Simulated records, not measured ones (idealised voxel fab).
Documented hereafter: the process module known as voxel transistor to metal.
Square cells of 5 nm make up the cross-section cut, whose width is 210 nm.
Cross-section, as written here: a square-cell grid given band by band from the top down, where a band holds one or more rows of cells.
Band: top and bottom heights (nm) first, top before bottom; then materials from left to right, widths in nm. "edge to edge" marks a sole material filling the band edge to edge. "air" denotes empty space.
A quick word on heights: they are counted from 0, and under that level the wafer as it came to us is one material throughout. The lowest band is different from the rest in having no bottom; it simply continues downward, written as in "top 0, no bottom".
Think of "30..40" as a width that walks from the first number to the second as you go down the band, top row to bottom row, taking equal-sized steps from row to row.
"left unchanged" -> step changed no cross-section cell.
"Catalogued sealed voids" contains a list of empty spaces, each no smaller than 8 cells and without an open way to the top, written in the form width x height at distance with the distance from the left edge and all three in nm.
That trailing text on a step's line, after the settings, is the simulator's own remark on the step.
Steps that use a mask can have "overlay nm" on their line. It says how far the mask sat to the right of where it was meant to be. Negative means to the left.

## Process steps (planned)
1,RECEIVE,material Si
2,CONFORMAL_DEP,material SiO2,thk nm 5
3,CONFORMAL_DEP,material SiN,thk nm 10
4,DIRECTIONAL_DEP,material aC,thk nm 15
5,PATTERN,tone cover,mask id ACTIVE,material resist,width nm 105,thk nm 30,overlay nm 0
6,DIRECTIONAL_ETCH,etch materials aC,depth nm 15
7,STRIP,etch materials resist
8,DIRECTIONAL_ETCH,etch materials SiN,depth nm 10
9,DIRECTIONAL_ETCH,etch materials SiO2,depth nm 5
10,DIRECTIONAL_ETCH,etch materials Si,depth nm 35
11,STRIP,etch materials aC
12,OXIDIZE,depth nm 5
13,FILL_DEP,material SiO2,thk nm 5
14,CMP,height nm 15
15,SELECTIVE_ETCH,etch materials SiO2,depth nm 10
16,STRIP,etch materials SiN
17,SELECTIVE_ETCH,etch materials SiO2,depth nm 5
18,OXIDIZE,depth nm 5
19,DIRECTIONAL_DEP,material polySi,thk nm 30
20,DIRECTIONAL_DEP,material SiCN,thk nm 15
21,PATTERN,tone cover,mask id GATE,material resist,width nm 25,thk nm 20,overlay nm 0
22,DIRECTIONAL_ETCH,etch materials SiCN,depth nm 25
23,DIRECTIONAL_ETCH,etch materials polySi,depth nm 40
24,STRIP,etch materials resist
25,CONFORMAL_DEP,material SiN,thk nm 5
26,DIRECTIONAL_ETCH,etch materials SiN,depth nm 5
27,DIRECTIONAL_ETCH,etch materials SiO2,depth nm 5
28,EPI,material pSi,thk nm 5
29,FILL_DEP,material SiO2,thk nm 5
30,CMP,height nm 30
31,STRIP,etch materials polySi
32,SELECTIVE_ETCH,etch materials SiO2,depth nm 5
33,CONFORMAL_DEP,material HfO2,thk nm 5
34,CONFORMAL_DEP,material TiN,thk nm 5
35,FILL_DEP,material W,thk nm 10
36,CMP,height nm 25
37,DIRECTIONAL_DEP,material SiO2,thk nm 15
38,MASKED_ETCH,tone open,mask id CONTACT,width nm 15,pitch nm 70,etch materials SiO2,depth nm 40,overlay nm 0
39,CONFORMAL_DEP,material TiN,thk nm 5
40,FILL_DEP,material W,thk nm 10
41,CMP,height nm 40
42,DIRECTIONAL_DEP,material TiN,thk nm 5
43,DIRECTIONAL_DEP,material Ru,thk nm 20
44,MASKED_ETCH,tone cover,mask id METAL_1,width nm 15,pitch nm 70,etch materials Ru,depth nm 20,overlay nm 0
45,MASKED_ETCH,tone cover,mask id METAL_1,width nm 15,pitch nm 70,etch materials TiN,depth nm 5,overlay nm 0
46,FILL_DEP,material lowk,thk nm 5
47,CMP,height nm 65
48,CONFORMAL_DEP,material SiCN,thk nm 5

## The first wafer of two, processed as planned

## Cross-section, incoming material, after step 1
* top 0, no bottom | Si edge to edge
* Catalogued sealed voids: none

## Upon completion of step 2, the wafer appears in cross-section as shown
* top 5, bottom 0 | SiO2 edge to edge
* Anything lower than 0 is untouched.

## Upon completion of step 3, the wafer appears in cross-section as shown
* top 15, bottom 5 | SiN edge to edge
* Anything lower than 5 is untouched.

## Upon completion of step 4, the wafer appears in cross-section as shown
* top 30, bottom 15 | aC edge to edge
* Anything lower than 15 is untouched.

## Upon completion of step 5, the wafer appears in cross-section as shown
* top 60, bottom 30 | air (50); resist (105); air (55)
* Anything lower than 30 is untouched.

## Upon completion of step 6, the wafer appears in cross-section as shown
* top 45, bottom 30 | air (50); resist (105); air (55)
* top 30, bottom 15 | air (50); aC (105); air (55)
* Anything lower than 15 is untouched.

## Upon completion of step 7, the wafer appears in cross-section as shown
* top 30, bottom 15 | air (50); aC (105); air (55)
* Anything lower than 15 is untouched.

## Upon completion of step 8, the wafer appears in cross-section as shown
* top 30, bottom 15 | air (50); aC (105); air (55)
* top 15, bottom 5 | air (50); SiN (105); air (55)
* Anything lower than 5 is untouched.

## Upon completion of step 9, the wafer appears in cross-section as shown
* top 30, bottom 15 | air (50); aC (105); air (55)
* top 15, bottom 5 | air (50); SiN (105); air (55)
* top 5, bottom 0 | air (50); SiO2 (105); air (55)
* Anything lower than 0 is untouched.

## Upon completion of step 10, the wafer appears in cross-section as shown
* top 30, bottom 15 | air (50); aC (105); air (55)
* top 15, bottom 5 | air (50); SiN (105); air (55)
* top 5, bottom 0 | air (50); SiO2 (105); air (55)
* top 0, bottom -35 | air (50); Si (105); air (55)
* Anything lower than -35 is untouched.

## Upon completion of step 11, the wafer appears in cross-section as shown
* top 15, bottom 5 | air (50); SiN (105); air (55)
* Anything lower than 5 is untouched.

## Upon completion of step 12, the wafer appears in cross-section as shown
* top 15, bottom 5 | air (50); SiN (105); air (55)
* top 5, bottom 0 | air (50); SiO2 (105); air (55)
* top 0, bottom -35 | air (50); SiO2 (5); Si (95); SiO2 (5); air (55)
* top -35, bottom -40 | SiO2 (55); Si (95); SiO2 (60)
* Anything lower than -40 is untouched.

## Upon completion of step 13, the wafer appears in cross-section as shown
* top 20, bottom 15 | SiO2 edge to edge
* top 15, bottom 5 | SiO2 (50); SiN (105); SiO2 (55)
* top 5, bottom 0 | SiO2 edge to edge
* top 0, bottom -40 | SiO2 (55); Si (95); SiO2 (60)
* Anything lower than -40 is untouched.

## Upon completion of step 14, the wafer appears in cross-section as shown
* top 15, bottom 5 | SiO2 (50); SiN (105); SiO2 (55)
* Anything lower than 5 is untouched.

## Upon completion of step 15, the wafer appears in cross-section as shown
* top 15, bottom 5 | air (50); SiN (105); air (55)
* Anything lower than 5 is untouched.

## Upon completion of step 16, the wafer appears in cross-section as shown
* top 5, bottom 0 | SiO2 edge to edge
* Anything lower than 0 is untouched.

## Upon completion of step 17, the wafer appears in cross-section as shown
* top 0, bottom -40 | SiO2 (55); Si (95); SiO2 (60)
* Anything lower than -40 is untouched.

## Upon completion of step 18, the wafer appears in cross-section as shown
* top 0, bottom -5 | SiO2 edge to edge
* Anything lower than -5 is untouched.

## Upon completion of step 19, the wafer appears in cross-section as shown
* top 30, bottom 0 | polySi edge to edge
* Anything lower than 0 is untouched.

## Upon completion of step 20, the wafer appears in cross-section as shown
* top 45, bottom 30 | SiCN edge to edge
* Anything lower than 30 is untouched.

## Upon completion of step 21, the wafer appears in cross-section as shown
* top 65, bottom 45 | air (90); resist (25); air (95)
* Anything lower than 45 is untouched.

## Upon completion of step 22, the wafer appears in cross-section as shown
* top 65, bottom 45 | air (90); resist (25); air (95)
* top 45, bottom 30 | air (90); SiCN (25); air (95)
* Anything lower than 30 is untouched.

## Upon completion of step 23, the wafer appears in cross-section as shown
* top 65, bottom 45 | air (90); resist (25); air (95)
* top 45, bottom 30 | air (90); SiCN (25); air (95)
* top 30, bottom 0 | air (90); polySi (25); air (95)
* Anything lower than 0 is untouched.

## Upon completion of step 24, the wafer appears in cross-section as shown
* top 45, bottom 30 | air (90); SiCN (25); air (95)
* Anything lower than 30 is untouched.

## Upon completion of step 25, the wafer appears in cross-section as shown
* top 50, bottom 45 | air (85); SiN (35); air (90)
* top 45, bottom 30 | air (85); SiN (5); SiCN (25); SiN (5); air (90)
* top 30, bottom 5 | air (85); SiN (5); polySi (25); SiN (5); air (90)
* top 5, bottom 0 | SiN (90); polySi (25); SiN (95)
* Anything lower than 0 is untouched.

## Upon completion of step 26, the wafer appears in cross-section as shown
* top 45, bottom 30 | air (85); SiN (5); SiCN (25); SiN (5); air (90)
* top 30, bottom 0 | air (85); SiN (5); polySi (25); SiN (5); air (90)
* Anything lower than 0 is untouched.

## Upon completion of step 27, the wafer appears in cross-section as shown
* top 45, bottom 30 | air (85); SiN (5); SiCN (25); SiN (5); air (90)
* top 30, bottom 0 | air (85); SiN (5); polySi (25); SiN (5); air (90)
* top 0, bottom -5 | air (85); SiO2 (35); air (90)
* Anything lower than -5 is untouched.

## Upon completion of step 28, the wafer appears in cross-section as shown
* top 45, bottom 30 | air (85); SiN (5); SiCN (25); SiN (5); air (90)
* top 30, bottom 0 | air (85); SiN (5); polySi (25); SiN (5); air (90)
* top 0, bottom -5 | air (50); pSi (35); SiO2 (35); pSi (35); air (55)
* Anything lower than -5 is untouched.

## Upon completion of step 29, the wafer appears in cross-section as shown
* top 50, bottom 45 | SiO2 edge to edge
* top 45, bottom 30 | SiO2 (85); SiN (5); SiCN (25); SiN (5); SiO2 (90)
* top 30, bottom 0 | SiO2 (85); SiN (5); polySi (25); SiN (5); SiO2 (90)
* top 0, bottom -5 | SiO2 (50); pSi (35); SiO2 (35); pSi (35); SiO2 (55)
* Anything lower than -5 is untouched.

## Upon completion of step 30, the wafer appears in cross-section as shown
* top 30, bottom 0 | SiO2 (85); SiN (5); polySi (25); SiN (5); SiO2 (90)
* Anything lower than 0 is untouched.

## Upon completion of step 31, the wafer appears in cross-section as shown
* top 30, bottom 0 | SiO2 (85); SiN (5); air (25); SiN (5); SiO2 (90)
* Anything lower than 0 is untouched.

## Upon completion of step 32, the wafer appears in cross-section as shown
* top 30, bottom 25 | air (85); SiN (5); air (25); SiN (5); air (90)
* top 25, bottom 0 | SiO2 (85); SiN (5); air (25); SiN (5); SiO2 (90)
* top 0, bottom -5 | SiO2 (50); pSi (35); air (35); pSi (35); SiO2 (55)
* Anything lower than -5 is untouched.

## Upon completion of step 33, the wafer appears in cross-section as shown
* top 35, bottom 30 | air (80); HfO2 (15); air (15); HfO2 (15); air (85)
* top 30, bottom 25 | HfO2 (85); SiN (5); HfO2 (5); air (15); HfO2 (5); SiN (5); HfO2 (90)
* top 25, bottom 0 | SiO2 (85); SiN (5); HfO2 (5); air (15); HfO2 (5); SiN (5); SiO2 (90)
* top 0, bottom -5 | SiO2 (50); pSi (35); HfO2 (35); pSi (35); SiO2 (55)
* Anything lower than -5 is untouched.

## Upon completion of step 34, the wafer appears in cross-section as shown
* top 40, bottom 35 | air (75); TiN (25); air (5); TiN (25); air (80)
* top 35, bottom 30 | TiN (80); HfO2 (15); TiN (5); air (5); TiN (5); HfO2 (15); TiN (85)
* top 30, bottom 25 | HfO2 (85); SiN (5); HfO2 (5); TiN (5); air (5); TiN (5); HfO2 (5); SiN (5); HfO2 (90)
* top 25, bottom 5 | SiO2 (85); SiN (5); HfO2 (5); TiN (5); air (5); TiN (5); HfO2 (5); SiN (5); SiO2 (90)
* top 5, bottom 0 | SiO2 (85); SiN (5); HfO2 (5); TiN (15); HfO2 (5); SiN (5); SiO2 (90)
* Anything lower than 0 is untouched.

## Upon completion of step 35, the wafer appears in cross-section as shown
* top 50, bottom 40 | W edge to edge
* top 40, bottom 35 | W (75); TiN (25); W (5); TiN (25); W (80)
* top 35, bottom 30 | TiN (80); HfO2 (15); TiN (5); W (5); TiN (5); HfO2 (15); TiN (85)
* top 30, bottom 25 | HfO2 (85); SiN (5); HfO2 (5); TiN (5); W (5); TiN (5); HfO2 (5); SiN (5); HfO2 (90)
* top 25, bottom 5 | SiO2 (85); SiN (5); HfO2 (5); TiN (5); W (5); TiN (5); HfO2 (5); SiN (5); SiO2 (90)
* Anything lower than 5 is untouched.

## Upon completion of step 36, the wafer appears in cross-section as shown
* top 25, bottom 5 | SiO2 (85); SiN (5); HfO2 (5); TiN (5); W (5); TiN (5); HfO2 (5); SiN (5); SiO2 (90)
* Anything lower than 5 is untouched.

## Upon completion of step 37, the wafer appears in cross-section as shown
* top 40, bottom 25 | SiO2 edge to edge
* Anything lower than 25 is untouched.

## Upon completion of step 38, the wafer appears in cross-section as shown
* top 40, bottom 25 | SiO2 (60); air (15); SiO2 (55); air (15); SiO2 (65)
* top 25, bottom 5 | SiO2 (60); air (15); SiO2 (10); SiN (5); HfO2 (5); TiN (5); W (5); TiN (5); HfO2 (5); SiN (5); SiO2 (10); air (15); SiO2 (65)
* top 5, bottom 0 | SiO2 (60); air (15); SiO2 (10); SiN (5); HfO2 (5); TiN (15); HfO2 (5); SiN (5); SiO2 (10); air (15); SiO2 (65)
* Anything lower than 0 is untouched.

## Upon completion of step 39, the wafer appears in cross-section as shown
* top 45, bottom 40 | TiN (65); air (5); TiN (65); air (5); TiN (70)
* top 40, bottom 25 | SiO2 (60); TiN (5); air (5); TiN (5); SiO2 (55); TiN (5); air (5); TiN (5); SiO2 (65)
* top 25, bottom 5 | SiO2 (60); TiN (5); air (5); TiN (5); SiO2 (10); SiN (5); HfO2 (5); TiN (5); W (5); TiN (5); HfO2 (5); SiN (5); SiO2 (10); TiN (5); air (5); TiN (5); SiO2 (65)
* top 5, bottom 0 | SiO2 (60); TiN (15); SiO2 (10); SiN (5); HfO2 (5); TiN (15); HfO2 (5); SiN (5); SiO2 (10); TiN (15); SiO2 (65)
* Anything lower than 0 is untouched.

## Upon completion of step 40, the wafer appears in cross-section as shown
* top 55, bottom 45 | W edge to edge
* top 45, bottom 40 | TiN (65); W (5); TiN (65); W (5); TiN (70)
* top 40, bottom 25 | SiO2 (60); TiN (5); W (5); TiN (5); SiO2 (55); TiN (5); W (5); TiN (5); SiO2 (65)
* top 25, bottom 5 | SiO2 (60); TiN (5); W (5); TiN (5); SiO2 (10); SiN (5); HfO2 (5); TiN (5); W (5); TiN (5); HfO2 (5); SiN (5); SiO2 (10); TiN (5); W (5); TiN (5); SiO2 (65)
* Anything lower than 5 is untouched.

## Upon completion of step 41, the wafer appears in cross-section as shown
* top 40, bottom 25 | SiO2 (60); TiN (5); W (5); TiN (5); SiO2 (55); TiN (5); W (5); TiN (5); SiO2 (65)
* Anything lower than 25 is untouched.

## Upon completion of step 42, the wafer appears in cross-section as shown
* top 45, bottom 40 | TiN edge to edge
* Anything lower than 40 is untouched.

## Upon completion of step 43, the wafer appears in cross-section as shown
* top 65, bottom 45 | Ru edge to edge
* Anything lower than 45 is untouched.

## Upon completion of step 44, the wafer appears in cross-section as shown
* top 65, bottom 45 | air (60); Ru (15); air (55); Ru (15); air (65)
* Anything lower than 45 is untouched.

## Upon completion of step 45, the wafer appears in cross-section as shown
* top 65, bottom 45 | air (60); Ru (15); air (55); Ru (15); air (65)
* top 45, bottom 40 | air (60); TiN (15); air (55); TiN (15); air (65)
* Anything lower than 40 is untouched.

## Upon completion of step 46, the wafer appears in cross-section as shown
* top 70, bottom 65 | lowk edge to edge
* top 65, bottom 45 | lowk (60); Ru (15); lowk (55); Ru (15); lowk (65)
* top 45, bottom 40 | lowk (60); TiN (15); lowk (55); TiN (15); lowk (65)
* Anything lower than 40 is untouched.

## Upon completion of step 47, the wafer appears in cross-section as shown
* top 65, bottom 45 | lowk (60); Ru (15); lowk (55); Ru (15); lowk (65)
* Anything lower than 45 is untouched.

## Upon completion of step 48, the wafer appears in cross-section as shown
* top 70, bottom 65 | SiCN edge to edge
* Anything lower than 65 is untouched.

## Wafer two. Identical start, identical plan. One mistake in execution. Identical history through step 20

## Here is the second wafer in cross-section at the point where step 21 of the plan should have been done
* top 65, bottom 45 | resist (90); air (25); resist (95)
* Anything lower than 45 is untouched.

## Here is the second wafer in cross-section at the point where step 22 of the plan should have been done
* top 65, bottom 45 | resist (90); air (25); resist (95)
* top 45, bottom 30 | SiCN (90); air (25); SiCN (95)
* Anything lower than 30 is untouched.

## Here is the second wafer in cross-section at the point where step 23 of the plan should have been done
* top 65, bottom 45 | resist (90); air (25); resist (95)
* top 45, bottom 30 | SiCN (90); air (25); SiCN (95)
* top 30, bottom 0 | polySi (90); air (25); polySi (95)
* Anything lower than 0 is untouched.

## Here is the second wafer in cross-section at the point where step 24 of the plan should have been done
* top 45, bottom 30 | SiCN (90); air (25); SiCN (95)
* Anything lower than 30 is untouched.

## Here is the second wafer in cross-section at the point where step 25 of the plan should have been done
* top 50, bottom 45 | SiN (95); air (15); SiN (100)
* top 45, bottom 30 | SiCN (90); SiN (5); air (15); SiN (5); SiCN (95)
* top 30, bottom 5 | polySi (90); SiN (5); air (15); SiN (5); polySi (95)
* top 5, bottom 0 | polySi (90); SiN (25); polySi (95)
* Anything lower than 0 is untouched.

## Here is the second wafer in cross-section at the point where step 26 of the plan should have been done
* top 45, bottom 30 | SiCN (90); SiN (5); air (15); SiN (5); SiCN (95)
* top 30, bottom 0 | polySi (90); SiN (5); air (15); SiN (5); polySi (95)
* Anything lower than 0 is untouched.

## Here is the second wafer in cross-section at the point where step 27 of the plan should have been done
* top 45, bottom 30 | SiCN (90); SiN (5); air (15); SiN (5); SiCN (95)
* top 30, bottom 0 | polySi (90); SiN (5); air (15); SiN (5); polySi (95)
* top 0, bottom -5 | SiO2 (95); air (15); SiO2 (100)
* Anything lower than -5 is untouched.

## Here is the second wafer in cross-section at the point where step 28 of the plan should have been done
* top 45, bottom 30 | SiCN (90); SiN (5); air (15); SiN (5); SiCN (95)
* top 30, bottom 0 | polySi (90); SiN (5); air (15); SiN (5); polySi (95)
* top 0, bottom -5 | SiO2 (95); pSi (15); SiO2 (100)
* Anything lower than -5 is untouched.

## Here is the second wafer in cross-section at the point where step 29 of the plan should have been done
* top 50, bottom 45 | SiO2 edge to edge
* top 45, bottom 30 | SiCN (90); SiN (5); SiO2 (15); SiN (5); SiCN (95)
* top 30, bottom 0 | polySi (90); SiN (5); SiO2 (15); SiN (5); polySi (95)
* Anything lower than 0 is untouched.

## Here is the second wafer in cross-section at the point where step 30 of the plan should have been done
* top 30, bottom 0 | polySi (90); SiN (5); SiO2 (15); SiN (5); polySi (95)
* Anything lower than 0 is untouched.

## Here is the second wafer in cross-section at the point where step 31 of the plan should have been done
* top 30, bottom 0 | air (90); SiN (5); SiO2 (15); SiN (5); air (95)
* Anything lower than 0 is untouched.

## Here is the second wafer in cross-section at the point where step 32 of the plan should have been done
* top 30, bottom 25 | air (90); SiN (5); air (15); SiN (5); air (95)
* top 25, bottom 0 | air (90); SiN (5); SiO2 (15); SiN (5); air (95)
* top 0, bottom -5 | air (95); pSi (15); air (100)
* Anything lower than -5 is untouched.

## Here is the second wafer in cross-section at the point where step 33 of the plan should have been done
* top 35, bottom 30 | air (85); HfO2 (15); air (5); HfO2 (15); air (90)
* top 30, bottom 25 | air (85); HfO2 (5); SiN (5); HfO2 (15); SiN (5); HfO2 (5); air (90)
* top 25, bottom 0 | air (85); HfO2 (5); SiN (5); SiO2 (15); SiN (5); HfO2 (5); air (90)
* top 0, bottom -5 | HfO2 (95); pSi (15); HfO2 (100)
* Anything lower than -5 is untouched.

## Here is the second wafer in cross-section at the point where step 34 of the plan should have been done
* top 40, bottom 35 | air (80); TiN (45); air (85)
* top 35, bottom 30 | air (80); TiN (5); HfO2 (15); TiN (5); HfO2 (15); TiN (5); air (85)
* top 30, bottom 25 | air (80); TiN (5); HfO2 (5); SiN (5); HfO2 (15); SiN (5); HfO2 (5); TiN (5); air (85)
* top 25, bottom 5 | air (80); TiN (5); HfO2 (5); SiN (5); SiO2 (15); SiN (5); HfO2 (5); TiN (5); air (85)
* top 5, bottom 0 | TiN (85); HfO2 (5); SiN (5); SiO2 (15); SiN (5); HfO2 (5); TiN (90)
* Anything lower than 0 is untouched.

## Here is the second wafer in cross-section at the point where step 35 of the plan should have been done
* top 50, bottom 40 | W edge to edge
* top 40, bottom 35 | W (80); TiN (45); W (85)
* top 35, bottom 30 | W (80); TiN (5); HfO2 (15); TiN (5); HfO2 (15); TiN (5); W (85)
* top 30, bottom 25 | W (80); TiN (5); HfO2 (5); SiN (5); HfO2 (15); SiN (5); HfO2 (5); TiN (5); W (85)
* top 25, bottom 5 | W (80); TiN (5); HfO2 (5); SiN (5); SiO2 (15); SiN (5); HfO2 (5); TiN (5); W (85)
* Anything lower than 5 is untouched.

## Here is the second wafer in cross-section at the point where step 36 of the plan should have been done
* top 25, bottom 5 | W (80); TiN (5); HfO2 (5); SiN (5); SiO2 (15); SiN (5); HfO2 (5); TiN (5); W (85)
* Anything lower than 5 is untouched.

## Here is the second wafer in cross-section at the point where step 37 of the plan should have been done
* top 40, bottom 25 | SiO2 edge to edge
* Anything lower than 25 is untouched.

## Here is the second wafer in cross-section at the point where step 38 of the plan should have been done
* top 40, bottom 25 | SiO2 (60); air (15); SiO2 (55); air (15); SiO2 (65)
* Anything lower than 25 is untouched.

## Here is the second wafer in cross-section at the point where step 39 of the plan should have been done
* top 45, bottom 40 | TiN (65); air (5); TiN (65); air (5); TiN (70)
* top 40, bottom 30 | SiO2 (60); TiN (5); air (5); TiN (5); SiO2 (55); TiN (5); air (5); TiN (5); SiO2 (65)
* top 30, bottom 25 | SiO2 (60); TiN (15); SiO2 (55); TiN (15); SiO2 (65)
* Anything lower than 25 is untouched.

## Here is the second wafer in cross-section at the point where step 40 of the plan should have been done
* top 55, bottom 45 | W edge to edge
* top 45, bottom 40 | TiN (65); W (5); TiN (65); W (5); TiN (70)
* top 40, bottom 30 | SiO2 (60); TiN (5); W (5); TiN (5); SiO2 (55); TiN (5); W (5); TiN (5); SiO2 (65)
* Anything lower than 30 is untouched.

## Here is the second wafer in cross-section at the point where step 41 of the plan should have been done
* top 40, bottom 30 | SiO2 (60); TiN (5); W (5); TiN (5); SiO2 (55); TiN (5); W (5); TiN (5); SiO2 (65)
* Anything lower than 30 is untouched.

## Here is the second wafer in cross-section at the point where step 42 of the plan should have been done
* top 45, bottom 40 | TiN edge to edge
* Anything lower than 40 is untouched.

## Here is the second wafer in cross-section at the point where step 43 of the plan should have been done
* top 65, bottom 45 | Ru edge to edge
* Anything lower than 45 is untouched.

## Here is the second wafer in cross-section at the point where step 44 of the plan should have been done
* top 65, bottom 45 | air (60); Ru (15); air (55); Ru (15); air (65)
* Anything lower than 45 is untouched.

## Here is the second wafer in cross-section at the point where step 45 of the plan should have been done
* top 65, bottom 45 | air (60); Ru (15); air (55); Ru (15); air (65)
* top 45, bottom 40 | air (60); TiN (15); air (55); TiN (15); air (65)
* Anything lower than 40 is untouched.

## Here is the second wafer in cross-section at the point where step 46 of the plan should have been done
* top 70, bottom 65 | lowk edge to edge
* top 65, bottom 45 | lowk (60); Ru (15); lowk (55); Ru (15); lowk (65)
* top 45, bottom 40 | lowk (60); TiN (15); lowk (55); TiN (15); lowk (65)
* Anything lower than 40 is untouched.

## Here is the second wafer in cross-section at the point where step 47 of the plan should have been done
* top 65, bottom 45 | lowk (60); Ru (15); lowk (55); Ru (15); lowk (65)
* Anything lower than 45 is untouched.

## Here is the second wafer in cross-section at the point where step 48 of the plan should have been done
* top 70, bottom 65 | SiCN edge to edge
* Anything lower than 65 is untouched.
what went wrong: step 21 deviated from plan and actually ran as PATTERN,tone open,mask id GATE,material resist,width nm 25,thk nm 20,overlay nm 0
End check, counted in cells, second wafer has more or fewer of these materials than the first: 32 more of HfO2; 151 fewer of SiO2; 12 more of TiN; 118 more of W; 11 fewer of pSi
